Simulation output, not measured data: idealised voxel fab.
Proc. module: voxel wiring stack
The figure presents cross-section cut, which has a width of 185 nm and is divided into square cells with an edge length of 5 nm.
For the purposes of this document, a cross-section shall be understood as a grid of square cells, specified as bands listed in top-to-bottom order, each band consisting of one or more rows of cells.
Per band: top height and bottom height in nm, followed by the left-to-right materials and their widths in nm; "edge to edge" marks a single material spanning edge to edge, "air" marks empty space.
The reference from which all heights are counted is 0, the level beneath which the as-received wafer is entirely one material; the lowest band, having no lower bound, proceeds downward and is written after the example "top 0, no bottom".
When a width is written as two numbers, as in "30..40", the first number is the width in the top row of cells of the band and the second is the width in its bottom row, and the width changes by the same amount from each row to the next.
For the purposes of this document, the phrase "nothing was modified" attached to a step denotes that no cell within the cross-section was modified by that step.
Enclosed voids (no open way to top), threshold 8 cells or more, entry "Tabulated closed voids", notation width x height at distance, distance from left edge, nm.
Heads up: the bit after the settings on a step's line is the simulator's remark on that step.
You can add "overlay nm" to a step's line. For a step with a mask, it describes how far the mask lay to the right of its planned position, and a negative number describes a lay to the left.
[Steps in the process plan]
1,RECEIVE | material Si
2,CONFORMAL_DEP | material SiO2 | thk nm 15
3,CONFORMAL_DEP | material SiN | thk nm 5
4,DIRECTIONAL_DEP | material lowk | thk nm 20
5,PATTERN | tone open | mask id METAL_1 | material resist | width nm 20 | pitch nm 45 | thk nm 20 | overlay nm 0
6,DIRECTIONAL_ETCH | etch materials lowk | depth nm 20
7,DIRECTIONAL_ETCH | etch materials SiN | depth nm 5
8,STRIP | etch materials resist
9,CONFORMAL_DEP | material TiN | thk nm 5
10,FILL_DEP | material Cu | thk nm 10
11,CMP | height nm 40
12,EPI | material Ru | thk nm 5
13,FILL_DEP | material SiCN | thk nm 5
14,DIRECTIONAL_DEP | material lowk | thk nm 20
15,MASKED_ETCH | tone open | mask id PLUG_1 | width nm 15 | pitch nm 90 | etch materials lowk | depth nm 20 | overlay nm 0
16,MASKED_ETCH | tone open | mask id PLUG_1 | width nm 15 | pitch nm 90 | etch materials SiCN | depth nm 5 | overlay nm 0
17,CONFORMAL_DEP | material TiN | thk nm 5
18,FILL_DEP | material W | thk nm 5
19,CMP | height nm 70
20,DIRECTIONAL_DEP | material TiN | thk nm 5
21,DIRECTIONAL_DEP | material Ru | thk nm 25
22,DIRECTIONAL_DEP | material aC | thk nm 10
23,PATTERN | tone cover | mask id METAL_2 | material resist | width nm 20 | pitch nm 45 | thk nm 30 | overlay nm 0
24,DIRECTIONAL_ETCH | etch materials aC | depth nm 10
25,STRIP | etch materials resist
26,DIRECTIONAL_ETCH | etch materials Ru | depth nm 25
27,DIRECTIONAL_ETCH | etch materials TiN | depth nm 5
28,STRIP | etch materials aC
29,FILL_DEP | material SiO2 | thk nm 10
30,CMP | height nm 100
31,CONFORMAL_DEP | material SiCN | thk nm 5
[First wafer of two (run as planned)]
[as received, after step 1]
> top 0, no bottom  Si edge to edge
> Tabulated closed voids: none
[Wafer after step 2 (cross-section)]
> top 15, bottom 0  SiO2 edge to edge
> Below 0, no change.
[Wafer after step 3 (cross-section)]
> top 20, bottom 15  SiN edge to edge
> Below 15, no change.
[Wafer after step 4 (cross-section)]
> top 40, bottom 20  lowk edge to edge
> Below 20, no change.
[Wafer after step 5 (cross-section)]
> top 60, bottom 40  35 nm resist | 20 nm air | 25 nm resist | 20 nm air | 25 nm resist | 20 nm air | 40 nm resist
> Below 40, no change.
[Wafer after step 6 (cross-section)]
> top 60, bottom 40  35 nm resist | 20 nm air | 25 nm resist | 20 nm air | 25 nm resist | 20 nm air | 40 nm resist
> top 40, bottom 20  35 nm lowk | 20 nm air | 25 nm lowk | 20 nm air | 25 nm lowk | 20 nm air | 40 nm lowk
> Below 20, no change.
[Wafer after step 7 (cross-section)]
> top 60, bottom 40  35 nm resist | 20 nm air | 25 nm resist | 20 nm air | 25 nm resist | 20 nm air | 40 nm resist
> top 40, bottom 20  35 nm lowk | 20 nm air | 25 nm lowk | 20 nm air | 25 nm lowk | 20 nm air | 40 nm lowk
> top 20, bottom 15  35 nm SiN | 20 nm air | 25 nm SiN | 20 nm air | 25 nm SiN | 20 nm air | 40 nm SiN
> Below 15, no change.
[Wafer after step 8 (cross-section)]
> top 40, bottom 20  35 nm lowk | 20 nm air | 25 nm lowk | 20 nm air | 25 nm lowk | 20 nm air | 40 nm lowk
> Below 20, no change.
[Wafer after step 9 (cross-section)]
> top 45, bottom 40  40 nm TiN | 10 nm air | 35 nm TiN | 10 nm air | 35 nm TiN | 10 nm air | 45 nm TiN
> top 40, bottom 20  35 nm lowk | 5 nm TiN | 10 nm air | 5 nm TiN | 25 nm lowk | 5 nm TiN | 10 nm air | 5 nm TiN | 25 nm lowk | 5 nm TiN | 10 nm air | 5 nm TiN | 40 nm lowk
> top 20, bottom 15  35 nm SiN | 20 nm TiN | 25 nm SiN | 20 nm TiN | 25 nm SiN | 20 nm TiN | 40 nm SiN
> Below 15, no change.
[Wafer after step 10 (cross-section)]
> top 55, bottom 45  Cu edge to edge
> top 45, bottom 40  40 nm TiN | 10 nm Cu | 35 nm TiN | 10 nm Cu | 35 nm TiN | 10 nm Cu | 45 nm TiN
> top 40, bottom 20  35 nm lowk | 5 nm TiN | 10 nm Cu | 5 nm TiN | 25 nm lowk | 5 nm TiN | 10 nm Cu | 5 nm TiN | 25 nm lowk | 5 nm TiN | 10 nm Cu | 5 nm TiN | 40 nm lowk
> Below 20, no change.
[Wafer after step 11 (cross-section)]
> top 40, bottom 20  35 nm lowk | 5 nm TiN | 10 nm Cu | 5 nm TiN | 25 nm lowk | 5 nm TiN | 10 nm Cu | 5 nm TiN | 25 nm lowk | 5 nm TiN | 10 nm Cu | 5 nm TiN | 40 nm lowk
> Below 20, no change.
[Wafer after step 12 (cross-section)]
> top 45, bottom 40  30 nm air | 30 nm Ru | 15 nm air | 30 nm Ru | 15 nm air | 30 nm Ru | 35 nm air
> Below 40, no change.
[Wafer after step 13 (cross-section)]
> top 50, bottom 45  SiCN edge to edge
> top 45, bottom 40  30 nm SiCN | 30 nm Ru | 15 nm SiCN | 30 nm Ru | 15 nm SiCN | 30 nm Ru | 35 nm SiCN
> Below 40, no change.
[Wafer after step 14 (cross-section)]
> top 70, bottom 50  lowk edge to edge
> Below 50, no change.
[Wafer after step 15 (cross-section)]
> top 70, bottom 50  35 nm lowk | 15 nm air | 75 nm lowk | 15 nm air | 45 nm lowk
> Below 50, no change.
[Wafer after step 16 (cross-section)]
> top 70, bottom 50  35 nm lowk | 15 nm air | 75 nm lowk | 15 nm air | 45 nm lowk
> top 50, bottom 45  35 nm SiCN | 15 nm air | 75 nm SiCN | 15 nm air | 45 nm SiCN
> Below 45, no change.
[Wafer after step 17 (cross-section)]
> top 75, bottom 70  40 nm TiN | 5 nm air | 85 nm TiN | 5 nm air | 50 nm TiN
> top 70, bottom 50  35 nm lowk | 5 nm TiN | 5 nm air | 5 nm TiN | 75 nm lowk | 5 nm TiN | 5 nm air | 5 nm TiN | 45 nm lowk
> top 50, bottom 45  35 nm SiCN | 15 nm TiN | 75 nm SiCN | 15 nm TiN | 45 nm SiCN
> Below 45, no change.
[Wafer after step 18 (cross-section)]
> top 80, bottom 75  W edge to edge
> top 75, bottom 70  40 nm TiN | 5 nm W | 85 nm TiN | 5 nm W | 50 nm TiN
> top 70, bottom 50  35 nm lowk | 5 nm TiN | 5 nm W | 5 nm TiN | 75 nm lowk | 5 nm TiN | 5 nm W | 5 nm TiN | 45 nm lowk
> Below 50, no change.
[Wafer after step 19 (cross-section)]
> top 70, bottom 50  35 nm lowk | 5 nm TiN | 5 nm W | 5 nm TiN | 75 nm lowk | 5 nm TiN | 5 nm W | 5 nm TiN | 45 nm lowk
> Below 50, no change.
[Wafer after step 20 (cross-section)]
> top 75, bottom 70  TiN edge to edge
> Below 70, no change.
[Wafer after step 21 (cross-section)]
> top 100, bottom 75  Ru edge to edge
> Below 75, no change.
[Wafer after step 22 (cross-section)]
> top 110, bottom 100  aC edge to edge
> Below 100, no change.
[Wafer after step 23 (cross-section)]
> top 140, bottom 110  35 nm air | 20 nm resist | 25 nm air | 20 nm resist | 25 nm air | 20 nm resist | 40 nm air
> Below 110, no change.
[Wafer after step 24 (cross-section)]
> top 130, bottom 110  35 nm air | 20 nm resist | 25 nm air | 20 nm resist | 25 nm air | 20 nm resist | 40 nm air
> top 110, bottom 100  35 nm air | 20 nm aC | 25 nm air | 20 nm aC | 25 nm air | 20 nm aC | 40 nm air
> Below 100, no change.
[Wafer after step 25 (cross-section)]
> top 110, bottom 100  35 nm air | 20 nm aC | 25 nm air | 20 nm aC | 25 nm air | 20 nm aC | 40 nm air
> Below 100, no change.
[Wafer after step 26 (cross-section)]
> top 110, bottom 100  35 nm air | 20 nm aC | 25 nm air | 20 nm aC | 25 nm air | 20 nm aC | 40 nm air
> top 100, bottom 75  35 nm air | 20 nm Ru | 25 nm air | 20 nm Ru | 25 nm air | 20 nm Ru | 40 nm air
> Below 75, no change.
[Wafer after step 27 (cross-section)]
> top 110, bottom 100  35 nm air | 20 nm aC | 25 nm air | 20 nm aC | 25 nm air | 20 nm aC | 40 nm air
> top 100, bottom 75  35 nm air | 20 nm Ru | 25 nm air | 20 nm Ru | 25 nm air | 20 nm Ru | 40 nm air
> top 75, bottom 70  35 nm air | 20 nm TiN | 25 nm air | 20 nm TiN | 25 nm air | 20 nm TiN | 40 nm air
> Below 70, no change.
[Wafer after step 28 (cross-section)]
> top 100, bottom 75  35 nm air | 20 nm Ru | 25 nm air | 20 nm Ru | 25 nm air | 20 nm Ru | 40 nm air
> Below 75, no change.
[Wafer after step 29 (cross-section)]
> top 110, bottom 100  SiO2 edge to edge
> top 100, bottom 75  35 nm SiO2 | 20 nm Ru | 25 nm SiO2 | 20 nm Ru | 25 nm SiO2 | 20 nm Ru | 40 nm SiO2
> top 75, bottom 70  35 nm SiO2 | 20 nm TiN | 25 nm SiO2 | 20 nm TiN | 25 nm SiO2 | 20 nm TiN | 40 nm SiO2
> Below 70, no change.
[Wafer after step 30 (cross-section)]
> top 100, bottom 75  35 nm SiO2 | 20 nm Ru | 25 nm SiO2 | 20 nm Ru | 25 nm SiO2 | 20 nm Ru | 40 nm SiO2
> Below 75, no change.
[Wafer after step 31 (cross-section)]
> top 105, bottom 100  SiCN edge to edge
> Below 100, no change.
[Second wafer, same starting state and plan as the first, one mistake in the run, identical through step 2]
[Cross-section: second wafer, time at which step 3 was scheduled to end]
> top 35, bottom 15  lowk edge to edge
> Below 15, no change.
[Cross-section: second wafer, time at which step 4 was scheduled to end]
> top 40, bottom 35  SiN edge to edge
> Below 35, no change.
[Cross-section: second wafer, time at which step 5 was scheduled to end]
> top 60, bottom 40  35 nm resist | 20 nm air | 25 nm resist | 20 nm air | 25 nm resist | 20 nm air | 40 nm resist
> Below 40, no change.
Cross-section: second wafer, time at which step 6 was scheduled to end: nothing was modified
[Cross-section: second wafer, time at which step 7 was scheduled to end]
> top 60, bottom 40  35 nm resist | 20 nm air | 25 nm resist | 20 nm air | 25 nm resist | 20 nm air | 40 nm resist
> top 40, bottom 35  35 nm SiN | 20 nm air | 25 nm SiN | 20 nm air | 25 nm SiN | 20 nm air | 40 nm SiN
> Below 35, no change.
[Cross-section: second wafer, time at which step 8 was scheduled to end]
> top 40, bottom 35  35 nm SiN | 20 nm air | 25 nm SiN | 20 nm air | 25 nm SiN | 20 nm air | 40 nm SiN
> Below 35, no change.
[Cross-section: second wafer, time at which step 9 was scheduled to end]
> top 45, bottom 40  40 nm TiN | 10 nm air | 35 nm TiN | 10 nm air | 35 nm TiN | 10 nm air | 45 nm TiN
> top 40, bottom 35  35 nm SiN | 20 nm TiN | 25 nm SiN | 20 nm TiN | 25 nm SiN | 20 nm TiN | 40 nm SiN
> Below 35, no change.
[Cross-section: second wafer, time at which step 10 was scheduled to end]
> top 55, bottom 45  Cu edge to edge
> top 45, bottom 40  40 nm TiN | 10 nm Cu | 35 nm TiN | 10 nm Cu | 35 nm TiN | 10 nm Cu | 45 nm TiN
> Below 40, no change.
[Cross-section: second wafer, time at which step 11 was scheduled to end]
> top 40, bottom 35  35 nm SiN | 20 nm TiN | 25 nm SiN | 20 nm TiN | 25 nm SiN | 20 nm TiN | 40 nm SiN
> Below 35, no change.
[Cross-section: second wafer, time at which step 12 was scheduled to end]
> top 45, bottom 40  30 nm air | 30 nm Ru | 15 nm air | 30 nm Ru | 15 nm air | 30 nm Ru | 35 nm air
> Below 40, no change.
[Cross-section: second wafer, time at which step 13 was scheduled to end]
> top 50, bottom 45  SiCN edge to edge
> top 45, bottom 40  30 nm SiCN | 30 nm Ru | 15 nm SiCN | 30 nm Ru | 15 nm SiCN | 30 nm Ru | 35 nm SiCN
> Below 40, no change.
[Cross-section: second wafer, time at which step 14 was scheduled to end]
> top 70, bottom 50  lowk edge to edge
> Below 50, no change.
[Cross-section: second wafer, time at which step 15 was scheduled to end]
> top 70, bottom 50  35 nm lowk | 15 nm air | 75 nm lowk | 15 nm air | 45 nm lowk
> Below 50, no change.
[Cross-section: second wafer, time at which step 16 was scheduled to end]
> top 70, bottom 50  35 nm lowk | 15 nm air | 75 nm lowk | 15 nm air | 45 nm lowk
> top 50, bottom 45  35 nm SiCN | 15 nm air | 75 nm SiCN | 15 nm air | 45 nm SiCN
> Below 45, no change.
[Cross-section: second wafer, time at which step 17 was scheduled to end]
> top 75, bottom 70  40 nm TiN | 5 nm air | 85 nm TiN | 5 nm air | 50 nm TiN
> top 70, bottom 50  35 nm lowk | 5 nm TiN | 5 nm air | 5 nm TiN | 75 nm lowk | 5 nm TiN | 5 nm air | 5 nm TiN | 45 nm lowk
> top 50, bottom 45  35 nm SiCN | 15 nm TiN | 75 nm SiCN | 15 nm TiN | 45 nm SiCN
> Below 45, no change.
[Cross-section: second wafer, time at which step 18 was scheduled to end]
> top 80, bottom 75  W edge to edge
> top 75, bottom 70  40 nm TiN | 5 nm W | 85 nm TiN | 5 nm W | 50 nm TiN
> top 70, bottom 50  35 nm lowk | 5 nm TiN | 5 nm W | 5 nm TiN | 75 nm lowk | 5 nm TiN | 5 nm W | 5 nm TiN | 45 nm lowk
> Below 50, no change.
[Cross-section: second wafer, time at which step 19 was scheduled to end]
> top 70, bottom 50  35 nm lowk | 5 nm TiN | 5 nm W | 5 nm TiN | 75 nm lowk | 5 nm TiN | 5 nm W | 5 nm TiN | 45 nm lowk
> Below 50, no change.
[Cross-section: second wafer, time at which step 20 was scheduled to end]
> top 75, bottom 70  TiN edge to edge
> Below 70, no change.
[Cross-section: second wafer, time at which step 21 was scheduled to end]
> top 100, bottom 75  Ru edge to edge
> Below 75, no change.
[Cross-section: second wafer, time at which step 22 was scheduled to end]
> top 110, bottom 100  aC edge to edge
> Below 100, no change.
[Cross-section: second wafer, time at which step 23 was scheduled to end]
> top 140, bottom 110  35 nm air | 20 nm resist | 25 nm air | 20 nm resist | 25 nm air | 20 nm resist | 40 nm air
> Below 110, no change.
[Cross-section: second wafer, time at which step 24 was scheduled to end]
> top 130, bottom 110  35 nm air | 20 nm resist | 25 nm air | 20 nm resist | 25 nm air | 20 nm resist | 40 nm air
> top 110, bottom 100  35 nm air | 20 nm aC | 25 nm air | 20 nm aC | 25 nm air | 20 nm aC | 40 nm air
> Below 100, no change.
[Cross-section: second wafer, time at which step 25 was scheduled to end]
> top 110, bottom 100  35 nm air | 20 nm aC | 25 nm air | 20 nm aC | 25 nm air | 20 nm aC | 40 nm air
> Below 100, no change.
[Cross-section: second wafer, time at which step 26 was scheduled to end]
> top 110, bottom 100  35 nm air | 20 nm aC | 25 nm air | 20 nm aC | 25 nm air | 20 nm aC | 40 nm air
> top 100, bottom 75  35 nm air | 20 nm Ru | 25 nm air | 20 nm Ru | 25 nm air | 20 nm Ru | 40 nm air
> Below 75, no change.
[Cross-section: second wafer, time at which step 27 was scheduled to end]
> top 110, bottom 100  35 nm air | 20 nm aC | 25 nm air | 20 nm aC | 25 nm air | 20 nm aC | 40 nm air
> top 100, bottom 75  35 nm air | 20 nm Ru | 25 nm air | 20 nm Ru | 25 nm air | 20 nm Ru | 40 nm air
> top 75, bottom 70  35 nm air | 20 nm TiN | 25 nm air | 20 nm TiN | 25 nm air | 20 nm TiN | 40 nm air
> Below 70, no change.
[Cross-section: second wafer, time at which step 28 was scheduled to end]
> top 100, bottom 75  35 nm air | 20 nm Ru | 25 nm air | 20 nm Ru | 25 nm air | 20 nm Ru | 40 nm air
> Below 75, no change.
[Cross-section: second wafer, time at which step 29 was scheduled to end]
> top 110, bottom 100  SiO2 edge to edge
> top 100, bottom 75  35 nm SiO2 | 20 nm Ru | 25 nm SiO2 | 20 nm Ru | 25 nm SiO2 | 20 nm Ru | 40 nm SiO2
> top 75, bottom 70  35 nm SiO2 | 20 nm TiN | 25 nm SiO2 | 20 nm TiN | 25 nm SiO2 | 20 nm TiN | 40 nm SiO2
> Below 70, no change.
[Cross-section: second wafer, time at which step 30 was scheduled to end]
> top 100, bottom 75  35 nm SiO2 | 20 nm Ru | 25 nm SiO2 | 20 nm Ru | 25 nm SiO2 | 20 nm Ru | 40 nm SiO2
> Below 75, no change.
[Cross-section: second wafer, time at which step 31 was scheduled to end]
> top 105, bottom 100  SiCN edge to edge
> Below 100, no change.
Processing error: steps 3 and 4 were swapped
The second wafer ends with more or fewer cells of some materials than the first, per final count: -24 Cu; -24 TiN; +48 lowk
